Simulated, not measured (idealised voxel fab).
process module | voxel transistor to metal
cross-section cut | 280 nm wide | cells 5 nm
A cross-section is a grid of square cells, given in bands from the top down. A band is one or more rows of cells.
Each band's line starts with the height of the band's top and of its bottom, in nm. Then come its materials from left to right, each with its width in nm. One material with "throughout" fills the band from edge to edge. "air" is empty space.
Height 0 is the level under which the wafer as received is all one material. The lowest band goes on downwards, as in "0 down".
A width such as "30 to 40" changes by the same amount from each row of cells to the next, from the band's top row to its bottom row.
"no change" after a step means that no cell of the cross-section changed.
closed voids: empty space of 8 cells or more with no open way to the top, each as width x height at its distance from the left edge, in nm
after a step's settings: what the simulator itself notes on the step
overlay nm, on a step with a mask: how far to the right of its planned place the mask lay; to the left if negative
Each pair below shows a cross-section before one step and the cross-section after it, down to the lowest band that changed. The line under each pair gives the step between them, with its settings. The pairs can come from different runs of this module on the same starting wafer, so a pair continues from the pair above only where its "before" says so.
before
  50 to 45: air 50 | SiN 10 | air 5 | SiCN 25 | air 5 | SiN 10 | air 70 | SiN 10 | air 5 | SiCN 25 | air 5 | SiN 10 | air 50
  45 to 35: air 50 | SiN 10 | SiO2 5 | SiCN 25 | SiO2 5 | SiN 10 | air 70 | SiN 10 | SiO2 5 | SiCN 25 | SiO2 5 | SiN 10 | air 50
  35 to 5: air 50 | SiN 10 | SiO2 5 | polySi 25 | SiO2 5 | SiN 10 | air 70 | SiN 10 | SiO2 5 | polySi 25 | SiO2 5 | SiN 10 | air 50
  5 to 0: air 15 | SiN 10 | air 25 | SiO2 55 | air 25 | SiN 20 | air 25 | SiO2 55 | air 25 | SiN 10 | air 15
  0 to -5: air 15 | SiO2 20 | Si 85 | SiO2 40 | Si 85 | SiO2 20 | air 15
  -5 to -30: SiO2 25 | Si 105 | SiO2 20 | Si 105 | SiO2 25
  -30 down: Si throughout
  closed voids: none
after
  50 to 45: air 50 | SiN 10 | air 5 | SiCN 25 | air 5 | SiN 10 | air 70 | SiN 10 | air 5 | SiCN 25 | air 5 | SiN 10 | air 50
  45 to 35: air 50 | SiN 10 | SiO2 5 | SiCN 25 | SiO2 5 | SiN 10 | air 70 | SiN 10 | SiO2 5 | SiCN 25 | SiO2 5 | SiN 10 | air 50
  35 to 5: air 50 | SiN 10 | SiO2 5 | polySi 25 | SiO2 5 | SiN 10 | air 70 | SiN 10 | SiO2 5 | polySi 25 | SiO2 5 | SiN 10 | air 50
  5 to 0: air 15 | SiN 10 | air 25 | SiO2 55 | air 25 | SiN 20 | air 25 | SiO2 55 | air 25 | SiN 10 | air 15
  0 to -5: air 15 | SiO2 20 | air 15 | Si 55 | air 15 | SiO2 40 | air 15 | Si 55 | air 15 | SiO2 20 | air 15
  -5 to -15: SiO2 25 | Si 10 | air 15 | Si 55 | air 15 | Si 10 | SiO2 20 | Si 10 | air 15 | Si 55 | air 15 | Si 10 | SiO2 25
  below -15: unchanged
  closed voids: none
the step between: op DIRECTIONAL_ETCH | etch materials Si | depth nm 15
before: the cross-section after the pair above
after
  50 to 45: air 50 | SiN 10 | air 5 | SiCN 25 | air 5 | SiN 10 | air 70 | SiN 10 | air 5 | SiCN 25 | air 5 | SiN 10 | air 50
  45 to 35: air 50 | SiN 10 | SiO2 5 | SiCN 25 | SiO2 5 | SiN 10 | air 70 | SiN 10 | SiO2 5 | SiCN 25 | SiO2 5 | SiN 10 | air 50
  35 to 20: air 50 | SiN 10 | SiO2 5 | polySi 25 | SiO2 5 | SiN 10 | air 70 | SiN 10 | SiO2 5 | polySi 25 | SiO2 5 | SiN 10 | air 50
  20 to 15: air 30 | SiGe 20 | SiN 10 | SiO2 5 | polySi 25 | SiO2 5 | SiN 10 | SiGe 20 | air 30 | SiGe 20 | SiN 10 | SiO2 5 | polySi 25 | SiO2 5 | SiN 10 | SiGe 20 | air 30
  15 to 5: air 20 | SiGe 30 | SiN 10 | SiO2 5 | polySi 25 | SiO2 5 | SiN 10 | SiGe 30 | air 10 | SiGe 30 | SiN 10 | SiO2 5 | polySi 25 | SiO2 5 | SiN 10 | SiGe 30 | air 20
  5 to 0: air 15 | SiN 10 | SiGe 25 | SiO2 55 | SiGe 25 | SiN 20 | SiGe 25 | SiO2 55 | SiGe 25 | SiN 10 | air 15
  0 to -5: air 15 | SiO2 20 | SiGe 15 | Si 55 | SiGe 15 | SiO2 40 | SiGe 15 | Si 55 | SiGe 15 | SiO2 20 | air 15
  -5 to -15: SiO2 25 | Si 10 | SiGe 15 | Si 55 | SiGe 15 | Si 10 | SiO2 20 | Si 10 | SiGe 15 | Si 55 | SiGe 15 | Si 10 | SiO2 25
  below -15: unchanged
  closed voids: none
the step between: op EPI | material SiGe | thk nm 20
before: the cross-section after the pair above
after
  60 to 50: SiO2 throughout
  50 to 35: SiO2 50 | SiN 10 | SiO2 5 | SiCN 25 | SiO2 5 | SiN 10 | SiO2 70 | SiN 10 | SiO2 5 | SiCN 25 | SiO2 5 | SiN 10 | SiO2 50
  35 to 20: SiO2 50 | SiN 10 | SiO2 5 | polySi 25 | SiO2 5 | SiN 10 | SiO2 70 | SiN 10 | SiO2 5 | polySi 25 | SiO2 5 | SiN 10 | SiO2 50
  20 to 15: SiO2 30 | SiGe 20 | SiN 10 | SiO2 5 | polySi 25 | SiO2 5 | SiN 10 | SiGe 20 | SiO2 30 | SiGe 20 | SiN 10 | SiO2 5 | polySi 25 | SiO2 5 | SiN 10 | SiGe 20 | SiO2 30
  15 to 5: SiO2 20 | SiGe 30 | SiN 10 | SiO2 5 | polySi 25 | SiO2 5 | SiN 10 | SiGe 30 | SiO2 10 | SiGe 30 | SiN 10 | SiO2 5 | polySi 25 | SiO2 5 | SiN 10 | SiGe 30 | SiO2 20
  5 to 0: SiO2 15 | SiN 10 | SiGe 25 | SiO2 55 | SiGe 25 | SiN 20 | SiGe 25 | SiO2 55 | SiGe 25 | SiN 10 | SiO2 15
  0 to -5: SiO2 35 | SiGe 15 | Si 55 | SiGe 15 | SiO2 40 | SiGe 15 | Si 55 | SiGe 15 | SiO2 35
  below -5: unchanged
  closed voids: none
the step between: op FILL_DEP | material SiO2 | thk nm 10
before: the cross-section after the pair above
after
  45 to 35: SiO2 50 | SiN 10 | SiO2 5 | SiCN 25 | SiO2 5 | SiN 10 | SiO2 70 | SiN 10 | SiO2 5 | SiCN 25 | SiO2 5 | SiN 10 | SiO2 50
  below 35: unchanged
  closed voids: none
the step between: op CMP | height nm 45
before: the cross-section after the pair above
after
  55 to 45: SiO2 throughout
  below 45: unchanged
  closed voids: none
the step between: op DIRECTIONAL_DEP | material SiO2 | thk nm 10
before: the cross-section after the pair above
after
  65 to 55: aC throughout
  below 55: unchanged
  closed voids: none
the step between: op DIRECTIONAL_DEP | material aC | thk nm 10
before: the cross-section after the pair above
after
  90 to 65: resist 30 | air 30 | resist 35 | air 30 | resist 30 | air 30 | resist 35 | air 30 | resist 30
  below 65: unchanged
  closed voids: none
the step between: op PATTERN | tone open | mask id CONTACT | material resist | width nm 30 | thk nm 25 | overlay nm 0
before: the cross-section after the pair above
after
  80 to 65: resist 30 | air 30 | resist 35 | air 30 | resist 30 | air 30 | resist 35 | air 30 | resist 30
  65 to 55: aC 30 | air 30 | aC 35 | air 30 | aC 30 | air 30 | aC 35 | air 30 | aC 30
  below 55: unchanged
  closed voids: none
the step between: op DIRECTIONAL_ETCH | etch materials aC | depth nm 10
before: the cross-section after the pair above
after
  65 to 55: aC 30 | air 30 | aC 35 | air 30 | aC 30 | air 30 | aC 35 | air 30 | aC 30
  below 55: unchanged
  closed voids: none
the step between: op STRIP | etch materials resist
before: the cross-section after the pair above
after
  65 to 55: aC 30 | air 30 | aC 35 | air 30 | aC 30 | air 30 | aC 35 | air 30 | aC 30
  55 to 45: SiO2 30 | air 30 | SiO2 35 | air 30 | SiO2 30 | air 30 | SiO2 35 | air 30 | SiO2 30
  45 to 35: SiO2 30 | air 20 | SiN 10 | SiO2 5 | SiCN 25 | SiO2 5 | SiN 10 | air 20 | SiO2 30 | air 20 | SiN 10 | SiO2 5 | SiCN 25 | SiO2 5 | SiN 10 | air 20 | SiO2 30
  35 to 20: SiO2 30 | air 20 | SiN 10 | SiO2 5 | polySi 25 | SiO2 5 | SiN 10 | air 20 | SiO2 30 | air 20 | SiN 10 | SiO2 5 | polySi 25 | SiO2 5 | SiN 10 | air 20 | SiO2 30
  below 20: unchanged
  closed voids: none
the step between: op DIRECTIONAL_ETCH | etch materials SiO2 | depth nm 40
before: the cross-section after the pair above
after
  55 to 45: SiO2 30 | air 30 | SiO2 35 | air 30 | SiO2 30 | air 30 | SiO2 35 | air 30 | SiO2 30
  below 45: unchanged
  closed voids: none
the step between: op STRIP | etch materials aC
before: the cross-section after the pair above
after
  60 to 55: TiN 35 | air 20 | TiN 45 | air 20 | TiN 40 | air 20 | TiN 45 | air 20 | TiN 35
  55 to 45: SiO2 30 | TiN 5 | air 20 to 10 | TiN 5 to 15 | SiO2 35 | TiN 5 to 15 | air 20 to 10 | TiN 5 | SiO2 30 | TiN 5 | air 20 to 10 | TiN 5 to 15 | SiO2 35 | TiN 5 to 15 | air 20 to 10 | TiN 5 | SiO2 30
  45 to 35: SiO2 30 | TiN 5 | air 10 | TiN 5 | SiN 10 | SiO2 5 | SiCN 25 | SiO2 5 | SiN 10 | TiN 5 | air 10 | TiN 5 | SiO2 30 | TiN 5 | air 10 | TiN 5 | SiN 10 | SiO2 5 | SiCN 25 | SiO2 5 | SiN 10 | TiN 5 | air 10 | TiN 5 | SiO2 30
  35 to 25: SiO2 30 | TiN 5 | air 10 | TiN 5 | SiN 10 | SiO2 5 | polySi 25 | SiO2 5 | SiN 10 | TiN 5 | air 10 | TiN 5 | SiO2 30 | TiN 5 | air 10 | TiN 5 | SiN 10 | SiO2 5 | polySi 25 | SiO2 5 | SiN 10 | TiN 5 | air 10 | TiN 5 | SiO2 30
  25 to 20: SiO2 30 | TiN 20 | SiN 10 | SiO2 5 | polySi 25 | SiO2 5 | SiN 10 | TiN 20 | SiO2 30 | TiN 20 | SiN 10 | SiO2 5 | polySi 25 | SiO2 5 | SiN 10 | TiN 20 | SiO2 30
  below 20: unchanged
  closed voids: none
the step between: op CONFORMAL_DEP | material TiN | thk nm 5
before: the cross-section after the pair above
after
  70 to 60: W throughout
  60 to 55: TiN 35 | W 20 | TiN 45 | W 20 | TiN 40 | W 20 | TiN 45 | W 20 | TiN 35
  55 to 45: SiO2 30 | TiN 5 | W 20 to 10 | TiN 5 to 15 | SiO2 35 | TiN 5 to 15 | W 20 to 10 | TiN 5 | SiO2 30 | TiN 5 | W 20 to 10 | TiN 5 to 15 | SiO2 35 | TiN 5 to 15 | W 20 to 10 | TiN 5 | SiO2 30
  45 to 35: SiO2 30 | TiN 5 | W 10 | TiN 5 | SiN 10 | SiO2 5 | SiCN 25 | SiO2 5 | SiN 10 | TiN 5 | W 10 | TiN 5 | SiO2 30 | TiN 5 | W 10 | TiN 5 | SiN 10 | SiO2 5 | SiCN 25 | SiO2 5 | SiN 10 | TiN 5 | W 10 | TiN 5 | SiO2 30
  35 to 25: SiO2 30 | TiN 5 | W 10 | TiN 5 | SiN 10 | SiO2 5 | polySi 25 | SiO2 5 | SiN 10 | TiN 5 | W 10 | TiN 5 | SiO2 30 | TiN 5 | W 10 | TiN 5 | SiN 10 | SiO2 5 | polySi 25 | SiO2 5 | SiN 10 | TiN 5 | W 10 | TiN 5 | SiO2 30
  below 25: unchanged
  closed voids: none
the step between: op FILL_DEP | material W | thk nm 10
before: the cross-section after the pair above
after
  55 to 45: SiO2 30 | TiN 5 | W 20 to 10 | TiN 5 to 15 | SiO2 35 | TiN 5 to 15 | W 20 to 10 | TiN 5 | SiO2 30 | TiN 5 | W 20 to 10 | TiN 5 to 15 | SiO2 35 | TiN 5 to 15 | W 20 to 10 | TiN 5 | SiO2 30
  below 45: unchanged
  closed voids: none
the step between: op CMP | height nm 55
before: the cross-section after the pair above
after
  60 to 55: TiN throughout
  below 55: unchanged
  closed voids: none
the step between: op DIRECTIONAL_DEP | material TiN | thk nm 5
before: the cross-section after the pair above
after
  80 to 60: Ru throughout
  below 60: unchanged
  closed voids: none
the step between: op DIRECTIONAL_DEP | material Ru | thk nm 20
before: the cross-section after the pair above
after
  90 to 80: aC throughout
  below 80: unchanged
  closed voids: none
the step between: op DIRECTIONAL_DEP | material aC | thk nm 10
before: the cross-section after the pair above
after
  115 to 90: air 30 | resist 20 | air 55 | resist 20 | air 30 | resist 20 | air 55 | resist 20 | air 30
  below 90: unchanged
  closed voids: none
the step between: op PATTERN | tone cover | mask id METAL_1 | material resist | width nm 20 | thk nm 25 | overlay nm 0
before: the cross-section after the pair above
after
  105 to 90: air 30 | resist 20 | air 55 | resist 20 | air 30 | resist 20 | air 55 | resist 20 | air 30
  90 to 80: air 30 | aC 20 | air 55 | aC 20 | air 30 | aC 20 | air 55 | aC 20 | air 30
  below 80: unchanged
  closed voids: none
the step between: op DIRECTIONAL_ETCH | etch materials aC | depth nm 10
before: the cross-section after the pair above
after
  90 to 80: air 30 | aC 20 | air 55 | aC 20 | air 30 | aC 20 | air 55 | aC 20 | air 30
  below 80: unchanged
  closed voids: none
the step between: op STRIP | etch materials resist
before: the cross-section after the pair above
after
  90 to 80: air 30 | aC 20 | air 55 | aC 20 | air 30 | aC 20 | air 55 | aC 20 | air 30
  80 to 60: air 30 | Ru 20 | air 55 | Ru 20 | air 30 | Ru 20 | air 55 | Ru 20 | air 30
  below 60: unchanged
  closed voids: none
the step between: op DIRECTIONAL_ETCH | etch materials Ru | depth nm 20
before: the cross-section after the pair above
after
  90 to 80: air 30 | aC 20 | air 55 | aC 20 | air 30 | aC 20 | air 55 | aC 20 | air 30
  80 to 60: air 30 | Ru 20 | air 55 | Ru 20 | air 30 | Ru 20 | air 55 | Ru 20 | air 30
  60 to 55: air 30 | TiN 20 | air 55 | TiN 20 | air 30 | TiN 20 | air 55 | TiN 20 | air 30
  below 55: unchanged
  closed voids: none
the step between: op DIRECTIONAL_ETCH | etch materials TiN | depth nm 5
before: the cross-section after the pair above
after
  80 to 60: air 30 | Ru 20 | air 55 | Ru 20 | air 30 | Ru 20 | air 55 | Ru 20 | air 30
  below 60: unchanged
  closed voids: none
the step between: op STRIP | etch materials aC
before: the cross-section after the pair above
after
  85 to 80: SiO2 throughout
  80 to 60: SiO2 30 | Ru 20 | SiO2 55 | Ru 20 | SiO2 30 | Ru 20 | SiO2 55 | Ru 20 | SiO2 30
  60 to 55: SiO2 30 | TiN 20 | SiO2 55 | TiN 20 | SiO2 30 | TiN 20 | SiO2 55 | TiN 20 | SiO2 30
  below 55: unchanged
  closed voids: none
the step between: op FILL_DEP | material SiO2 | thk nm 5
before: the cross-section after the pair above
after
  80 to 60: SiO2 30 | Ru 20 | SiO2 55 | Ru 20 | SiO2 30 | Ru 20 | SiO2 55 | Ru 20 | SiO2 30
  below 60: unchanged
  closed voids: none
the step between: op CMP | height nm 80
before: the cross-section after the pair above
after
  85 to 80: SiN throughout
  below 80: unchanged
  closed voids: none
the step between: op CONFORMAL_DEP | material SiN | thk nm 5
before
  20 to 5: SiO2 25 | SiN 105 | SiO2 20 | SiN 105 | SiO2 25
  5 to 0: SiO2 throughout
  0 to -30: SiO2 25 | Si 105 | SiO2 20 | Si 105 | SiO2 25
  -30 down: Si throughout
  closed voids: none
after
  20 to 15: air 25 | SiN 105 | air 20 | SiN 105 | air 25
  below 15: unchanged
  closed voids: none
the step between: op SELECTIVE_ETCH | etch materials SiO2 | depth nm 5
before: the cross-section after the pair above
after
  15 to 5: SiO2 25 | air 105 | SiO2 20 | air 105 | SiO2 25
  below 5: unchanged
  closed voids: none
the step between: op STRIP | etch materials SiN
before: the cross-section after the pair above
after
  10 to 0: SiO2 20 | air 115 | SiO2 10 | air 115 | SiO2 20
  below 0: unchanged
  closed voids: none
the step between: op SELECTIVE_ETCH | etch materials SiO2 | depth nm 5
before: the cross-section after the pair above
after
  10 to 0: SiO2 20 | air 115 | SiO2 10 | air 115 | SiO2 20
  0 to -5: SiO2 throughout
  below -5: unchanged
  closed voids: none
the step between: op OXIDIZE | depth nm 5
before: the cross-section after the pair above
after
  40 to 30: polySi 20 | air 115 | polySi 10 | air 115 | polySi 20
  30 to 10: polySi throughout
  10 to 0: SiO2 20 | polySi 115 | SiO2 10 | polySi 115 | SiO2 20
  below 0: unchanged
  closed voids: none
the step between: op DIRECTIONAL_DEP | material polySi | thk nm 30
before: the cross-section after the pair above
after
  55 to 45: SiCN 20 | air 115 | SiCN 10 | air 115 | SiCN 20
  45 to 40: SiCN throughout
  40 to 30: polySi 20 | SiCN 115 | polySi 10 | SiCN 115 | polySi 20
  below 30: unchanged
  closed voids: none
the step between: op DIRECTIONAL_DEP | material SiCN | thk nm 15
before: the cross-section after the pair above
after
  70 to 55: air 65 | resist 25 | air 100 | resist 25 | air 65
  55 to 45: SiCN 20 | air 45 | resist 25 | air 45 | SiCN 10 | air 45 | resist 25 | air 45 | SiCN 20
  below 45: unchanged
  closed voids: none
the step between: op PATTERN | tone cover | mask id GATE | material resist | width nm 25 | pitch nm 125 | thk nm 15 | overlay nm 0
before: the cross-section after the pair above
after
  70 to 45: air 65 | resist 25 | air 100 | resist 25 | air 65
  45 to 40: air 65 | SiCN 25 | air 100 | SiCN 25 | air 65
  40 to 30: polySi 20 | air 45 | SiCN 25 | air 45 | polySi 10 | air 45 | SiCN 25 | air 45 | polySi 20
  below 30: unchanged
  closed voids: none
the step between: op DIRECTIONAL_ETCH | etch materials SiCN | depth nm 25
before: the cross-section after the pair above
after
  70 to 45: air 65 | resist 25 | air 100 | resist 25 | air 65
  45 to 30: air 65 | SiCN 25 | air 100 | SiCN 25 | air 65
  30 to 10: air 65 | polySi 25 | air 100 | polySi 25 | air 65
  10 to 0: SiO2 20 | air 45 | polySi 25 | air 45 | SiO2 10 | air 45 | polySi 25 | air 45 | SiO2 20
  below 0: unchanged
  closed voids: none
the step between: op DIRECTIONAL_ETCH | etch materials polySi | depth nm 40
before: the cross-section after the pair above
after
  45 to 30: air 65 | SiCN 25 | air 100 | SiCN 25 | air 65
  below 30: unchanged
  closed voids: none
the step between: op STRIP | etch materials resist
before: the cross-section after the pair above
after
  50 to 45: air 60 | SiO2 35 | air 90 | SiO2 35 | air 60
  45 to 30: air 60 | SiO2 5 | SiCN 25 | SiO2 5 | air 90 | SiO2 5 | SiCN 25 | SiO2 5 | air 60
  30 to 15: air 60 | SiO2 5 | polySi 25 | SiO2 5 | air 90 | SiO2 5 | polySi 25 | SiO2 5 | air 60
  15 to 5: SiO2 25 | air 35 | SiO2 5 | polySi 25 | SiO2 5 | air 35 | SiO2 20 | air 35 | SiO2 5 | polySi 25 | SiO2 5 | air 35 | SiO2 25
  5 to 0: SiO2 65 | polySi 25 | SiO2 100 | polySi 25 | SiO2 65
  below 0: unchanged
  closed voids: none
the step between: op CONFORMAL_DEP | material SiO2 | thk nm 5
before: the cross-section after the pair above
after
  45 to 30: air 60 | SiO2 5 | SiCN 25 | SiO2 5 | air 90 | SiO2 5 | SiCN 25 | SiO2 5 | air 60
  30 to 10: air 60 | SiO2 5 | polySi 25 | SiO2 5 | air 90 | SiO2 5 | polySi 25 | SiO2 5 | air 60
  10 to 0: SiO2 25 | air 35 | SiO2 5 | polySi 25 | SiO2 5 | air 35 | SiO2 20 | air 35 | SiO2 5 | polySi 25 | SiO2 5 | air 35 | SiO2 25
  below 0: unchanged
  closed voids: none
the step between: op DIRECTIONAL_ETCH | etch materials SiO2 | depth nm 5
before: the cross-section after the pair above
after
  55 to 45: air 50 | SiN 55 | air 70 | SiN 55 | air 50
  45 to 30: air 50 | SiN 10 | SiO2 5 | SiCN 25 | SiO2 5 | SiN 10 | air 70 | SiN 10 | SiO2 5 | SiCN 25 | SiO2 5 | SiN 10 | air 50
  30 to 20: air 50 | SiN 10 | SiO2 5 | polySi 25 | SiO2 5 | SiN 10 | air 70 | SiN 10 | SiO2 5 | polySi 25 | SiO2 5 | SiN 10 | air 50
  20 to 10: SiN 35 | air 15 | SiN 10 | SiO2 5 | polySi 25 | SiO2 5 | SiN 10 | air 15 | SiN 40 | air 15 | SiN 10 | SiO2 5 | polySi 25 | SiO2 5 | SiN 10 | air 15 | SiN 35
  10 to 0: SiO2 25 | SiN 35 | SiO2 5 | polySi 25 | SiO2 5 | SiN 35 | SiO2 20 | SiN 35 | SiO2 5 | polySi 25 | SiO2 5 | SiN 35 | SiO2 25
  below 0: unchanged
  closed voids: none
the step between: op CONFORMAL_DEP | material SiN | thk nm 10
before: the cross-section after the pair above
after
  45 to 30: air 50 | SiN 10 | SiO2 5 | SiCN 25 | SiO2 5 | SiN 10 | air 70 | SiN 10 | SiO2 5 | SiCN 25 | SiO2 5 | SiN 10 | air 50
  30 to 10: air 50 | SiN 10 | SiO2 5 | polySi 25 | SiO2 5 | SiN 10 | air 70 | SiN 10 | SiO2 5 | polySi 25 | SiO2 5 | SiN 10 | air 50
  10 to 0: SiO2 25 | SiN 10 | air 15 | SiN 10 | SiO2 5 | polySi 25 | SiO2 5 | SiN 10 | air 15 | SiN 10 | SiO2 20 | SiN 10 | air 15 | SiN 10 | SiO2 5 | polySi 25 | SiO2 5 | SiN 10 | air 15 | SiN 10 | SiO2 25
  below 0: unchanged
  closed voids: none
the step between: op DIRECTIONAL_ETCH | etch materials SiN | depth nm 10
before: the cross-section after the pair above
after
  45 to 40: air 50 | SiN 10 | air 5 | SiCN 25 | air 5 | SiN 10 | air 70 | SiN 10 | air 5 | SiCN 25 | air 5 | SiN 10 | air 50
  40 to 30: air 50 | SiN 10 | SiO2 5 | SiCN 25 | SiO2 5 | SiN 10 | air 70 | SiN 10 | SiO2 5 | SiCN 25 | SiO2 5 | SiN 10 | air 50
  30 to 10: air 50 | SiN 10 | SiO2 5 | polySi 25 | SiO2 5 | SiN 10 | air 70 | SiN 10 | SiO2 5 | polySi 25 | SiO2 5 | SiN 10 | air 50
  10 to 5: air 25 | SiN 10 | air 15 | SiN 10 | SiO2 5 | polySi 25 | SiO2 5 | SiN 10 | air 15 | SiN 10 | air 20 | SiN 10 | air 15 | SiN 10 | SiO2 5 | polySi 25 | SiO2 5 | SiN 10 | air 15 | SiN 10 | air 25
  5 to 0: SiO2 25 | SiN 10 | air 15 | SiN 10 | SiO2 5 | polySi 25 | SiO2 5 | SiN 10 | air 15 | SiN 10 | SiO2 20 | SiN 10 | air 15 | SiN 10 | SiO2 5 | polySi 25 | SiO2 5 | SiN 10 | air 15 | SiN 10 | SiO2 25
  0 to -5: SiO2 35 | air 15 | SiO2 55 | air 15 | SiO2 40 | air 15 | SiO2 55 | air 15 | SiO2 35
  below -5: unchanged
  closed voids: none
the step between: op DIRECTIONAL_ETCH | etch materials SiO2 | depth nm 5
before: the cross-section after the pair above
after
  45 to 40: air 50 | SiN 10 | air 5 | SiCN 25 | air 5 | SiN 10 | air 70 | SiN 10 | air 5 | SiCN 25 | air 5 | SiN 10 | air 50
  40 to 30: air 50 | SiN 10 | SiO2 5 | SiCN 25 | SiO2 5 | SiN 10 | air 70 | SiN 10 | SiO2 5 | SiCN 25 | SiO2 5 | SiN 10 | air 50
  30 to 10: air 50 | SiN 10 | SiO2 5 | polySi 25 | SiO2 5 | SiN 10 | air 70 | SiN 10 | SiO2 5 | polySi 25 | SiO2 5 | SiN 10 | air 50
  10 to 5: air 25 | SiN 10 | air 15 | SiN 10 | SiO2 5 | polySi 25 | SiO2 5 | SiN 10 | air 15 | SiN 10 | air 20 | SiN 10 | air 15 | SiN 10 | SiO2 5 | polySi 25 | SiO2 5 | SiN 10 | air 15 | SiN 10 | air 25
  5 to 0: SiO2 25 | SiN 10 | air 15 | SiN 10 | SiO2 5 | polySi 25 | SiO2 5 | SiN 10 | air 15 | SiN 10 | SiO2 20 | SiN 10 | air 15 | SiN 10 | SiO2 5 | polySi 25 | SiO2 5 | SiN 10 | air 15 | SiN 10 | SiO2 25
  0 to -5: SiO2 35 | air 15 | SiO2 55 | air 15 | SiO2 40 | air 15 | SiO2 55 | air 15 | SiO2 35
  -5 to -20: SiO2 25 | Si 10 | air 15 | Si 55 | air 15 | Si 10 | SiO2 20 | Si 10 | air 15 | Si 55 | air 15 | Si 10 | SiO2 25
  below -20: unchanged
  closed voids: none
the step between: op DIRECTIONAL_ETCH | etch materials Si | depth nm 15
before: the cross-section after the pair above
after
  45 to 40: air 50 | SiN 10 | air 5 | SiCN 25 | air 5 | SiN 10 | air 70 | SiN 10 | air 5 | SiCN 25 | air 5 | SiN 10 | air 50
  40 to 30: air 50 | SiN 10 | SiO2 5 | SiCN 25 | SiO2 5 | SiN 10 | air 70 | SiN 10 | SiO2 5 | SiCN 25 | SiO2 5 | SiN 10 | air 50
  30 to 15: air 50 | SiN 10 | SiO2 5 | polySi 25 | SiO2 5 | SiN 10 | air 70 | SiN 10 | SiO2 5 | polySi 25 | SiO2 5 | SiN 10 | air 50
  15 to 10: air 30 | SiGe 20 | SiN 10 | SiO2 5 | polySi 25 | SiO2 5 | SiN 10 | SiGe 20 | air 30 | SiGe 20 | SiN 10 | SiO2 5 | polySi 25 | SiO2 5 | SiN 10 | SiGe 20 | air 30
  10 to 5: air 25 | SiN 10 | SiGe 15 | SiN 10 | SiO2 5 | polySi 25 | SiO2 5 | SiN 10 | SiGe 15 | SiN 10 | air 20 | SiN 10 | SiGe 15 | SiN 10 | SiO2 5 | polySi 25 | SiO2 5 | SiN 10 | SiGe 15 | SiN 10 | air 25
  5 to 0: SiO2 25 | SiN 10 | SiGe 15 | SiN 10 | SiO2 5 | polySi 25 | SiO2 5 | SiN 10 | SiGe 15 | SiN 10 | SiO2 20 | SiN 10 | SiGe 15 | SiN 10 | SiO2 5 | polySi 25 | SiO2 5 | SiN 10 | SiGe 15 | SiN 10 | SiO2 25
  0 to -5: SiO2 35 | SiGe 15 | SiO2 55 | SiGe 15 | SiO2 40 | SiGe 15 | SiO2 55 | SiGe 15 | SiO2 35
  -5 to -20: SiO2 25 | Si 10 | SiGe 15 | Si 55 | SiGe 15 | Si 10 | SiO2 20 | Si 10 | SiGe 15 | Si 55 | SiGe 15 | Si 10 | SiO2 25
  below -20: unchanged
  closed voids: none
the step between: op EPI | material SiGe | thk nm 20
before: the cross-section after the pair above
after
  55 to 45: SiO2 throughout
  45 to 30: SiO2 50 | SiN 10 | SiO2 5 | SiCN 25 | SiO2 5 | SiN 10 | SiO2 70 | SiN 10 | SiO2 5 | SiCN 25 | SiO2 5 | SiN 10 | SiO2 50
  30 to 15: SiO2 50 | SiN 10 | SiO2 5 | polySi 25 | SiO2 5 | SiN 10 | SiO2 70 | SiN 10 | SiO2 5 | polySi 25 | SiO2 5 | SiN 10 | SiO2 50
  15 to 10: SiO2 30 | SiGe 20 | SiN 10 | SiO2 5 | polySi 25 | SiO2 5 | SiN 10 | SiGe 20 | SiO2 30 | SiGe 20 | SiN 10 | SiO2 5 | polySi 25 | SiO2 5 | SiN 10 | SiGe 20 | SiO2 30
  10 to 0: SiO2 25 | SiN 10 | SiGe 15 | SiN 10 | SiO2 5 | polySi 25 | SiO2 5 | SiN 10 | SiGe 15 | SiN 10 | SiO2 20 | SiN 10 | SiGe 15 | SiN 10 | SiO2 5 | polySi 25 | SiO2 5 | SiN 10 | SiGe 15 | SiN 10 | SiO2 25
  below 0: unchanged
  closed voids: none
the step between: op FILL_DEP | material SiO2 | thk nm 10
before: the cross-section after the pair above
after
  45 to 30: SiO2 50 | SiN 10 | SiO2 5 | SiCN 25 | SiO2 5 | SiN 10 | SiO2 70 | SiN 10 | SiO2 5 | SiCN 25 | SiO2 5 | SiN 10 | SiO2 50
  below 30: unchanged
  closed voids: none
the step between: op CMP | height nm 45
before: the cross-section after the pair above
after
  55 to 45: SiO2 throughout
  below 45: unchanged
  closed voids: none
the step between: op DIRECTIONAL_DEP | material SiO2 | thk nm 10
before: the cross-section after the pair above
after
  65 to 55: aC throughout
  below 55: unchanged
  closed voids: none
the step between: op DIRECTIONAL_DEP | material aC | thk nm 10
before: the cross-section after the pair above
after
  90 to 65: resist 30 | air 30 | resist 35 | air 30 | resist 30 | air 30 | resist 35 | air 30 | resist 30
  below 65: unchanged
  closed voids: none
the step between: op PATTERN | tone open | mask id CONTACT | material resist | width nm 30 | thk nm 25 | overlay nm 0
before: the cross-section after the pair above
after
  80 to 65: resist 30 | air 30 | resist 35 | air 30 | resist 30 | air 30 | resist 35 | air 30 | resist 30
  65 to 55: aC 30 | air 30 | aC 35 | air 30 | aC 30 | air 30 | aC 35 | air 30 | aC 30
  below 55: unchanged
  closed voids: none
the step between: op DIRECTIONAL_ETCH | etch materials aC | depth nm 10
before: the cross-section after the pair above
after
  65 to 55: aC 30 | air 30 | aC 35 | air 30 | aC 30 | air 30 | aC 35 | air 30 | aC 30
  below 55: unchanged
  closed voids: none
the step between: op STRIP | etch materials resist
before: the cross-section after the pair above
after
  65 to 55: aC 30 | air 30 | aC 35 | air 30 | aC 30 | air 30 | aC 35 | air 30 | aC 30
  55 to 45: SiO2 30 | air 30 | SiO2 35 | air 30 | SiO2 30 | air 30 | SiO2 35 | air 30 | SiO2 30
  45 to 30: SiO2 30 | air 20 | SiN 10 | SiO2 5 | SiCN 25 | SiO2 5 | SiN 10 | air 20 | SiO2 30 | air 20 | SiN 10 | SiO2 5 | SiCN 25 | SiO2 5 | SiN 10 | air 20 | SiO2 30
  30 to 15: SiO2 30 | air 20 | SiN 10 | SiO2 5 | polySi 25 | SiO2 5 | SiN 10 | air 20 | SiO2 30 | air 20 | SiN 10 | SiO2 5 | polySi 25 | SiO2 5 | SiN 10 | air 20 | SiO2 30
  below 15: unchanged
  closed voids: none
the step between: op DIRECTIONAL_ETCH | etch materials SiO2 | depth nm 40
before: the cross-section after the pair above
after
  55 to 45: SiO2 30 | air 30 | SiO2 35 | air 30 | SiO2 30 | air 30 | SiO2 35 | air 30 | SiO2 30
  below 45: unchanged
  closed voids: none
the step between: op STRIP | etch materials aC
